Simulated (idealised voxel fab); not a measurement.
Documented hereafter: the process module known as voxel self aligned vias.
This is section cut - it's 290 nm across, gridded in 5 nm square cells.
In this document a cross-section is written as a grid of square cells. It is given as a series of bands, listed from the top down, and a band is one or more rows of cells.
Within each band entry, the heights of the top and of the bottom of the band appear first, in that order and in nm; the materials of the band then follow from left to right, each with its corresponding width in nm. The designation "throughout" on a single material indicates that it fills the band from edge to edge; the designation "air" indicates empty space.
Height is counted from the level 0, under which the received wafer is composed throughout of one material. The lowest of the bands is not closed at the bottom but continues downward, in the notation "from 0 down".
A width given as "30 to 40" starts at the first number in the band's top row and ends at the second number in its bottom row, shifting by an equal amount at every step from row to row.
For the purposes of this document, the phrase "nothing altered" attached to a step denotes that no cell within the cross-section was modified by that step.
Empty spaces without an open route to the top, at least 8 cells in extent, make up the entry "Closed void catalog"; each is given as width x height at distance, where the distance is measured from the left edge, and all are in nm.
Post-settings text on a step line: simulator's own remark regarding the step.
A step's line can hold "overlay nm"; with a mask on that step, the setting says how far right of the planned place the mask lay, while a negative setting says it lay to the left.

This section lists the process steps that were planned:
- 1: RECEIVE: material Si
- 2: CONFORMAL_DEP: material SiO2, thk nm 15
- 3: CONFORMAL_DEP: material SiCN, thk nm 5
- 4: DIRECTIONAL_DEP: material SiO2, thk nm 20
- 5: MASKED_ETCH: tone open, mask id LINES, width nm 25, pitch nm 70, etch materials SiO2, depth nm 20, overlay nm 0
- 6: CONFORMAL_DEP: material TiN, thk nm 5
- 7: FILL_DEP: material Ru, thk nm 10
- 8: CMP: height nm 40
- 9: SELECTIVE_ETCH: etch materials W Ru TiN, depth nm 10
- 10: FILL_DEP: material SiN, thk nm 5
- 11: CMP: height nm 40
- 12: DIRECTIONAL_DEP: material SiO2, thk nm 20
- 13: PATTERN: tone open, mask id VIAS, material resist, width nm 45, thk nm 20, overlay nm 0
- 14: DIRECTIONAL_ETCH: etch materials SiO2, depth nm 20
- 15: DIRECTIONAL_ETCH: etch materials SiN, depth nm 10
- 16: STRIP: etch materials resist
- 17: CONFORMAL_DEP: material TiN, thk nm 5
- 18: FILL_DEP: material W, thk nm 5
- 19: CMP: height nm 60
- 20: CONFORMAL_DEP: material SiN, thk nm 5

Received-state cross-section, reflecting completion of step 1:
  from 0 down = Si throughout
  Closed void catalog: none

Here's the wafer cut in cross-section after the module, started and planned just like above, except one thing was done wrong in the run:
  from 65 to 60 = SiN throughout
  from 60 to 45 = 85 nm SiO2  5 nm TiN  35 nm W  5 nm TiN  160 nm SiO2
  from 45 to 40 = 85 nm SiO2  20 nm TiN  5 nm W  20 nm TiN  160 nm SiO2
  from 40 to 35 = 100 nm SiO2  5 nm TiN  5 nm W  5 nm TiN  55 nm SiO2  15 nm SiN  105 nm SiO2
  from 35 to 30 = 100 nm SiO2  15 nm TiN  55 nm SiO2  15 nm SiN  105 nm SiO2
  from 30 to 25 = 100 nm SiO2  15 nm Ru  55 nm SiO2  15 nm Ru  105 nm SiO2
  from 25 to 20 = SiO2 throughout
  from 20 to 15 = SiCN throughout
  from 15 to 0 = SiO2 throughout
  from 0 down = Si throughout
  Closed void catalog: none
Nonconformance to the process plan: note that step 6 departed from the planned setting and was carried out as CONFORMAL_DEP: material SiO2, thk nm 5
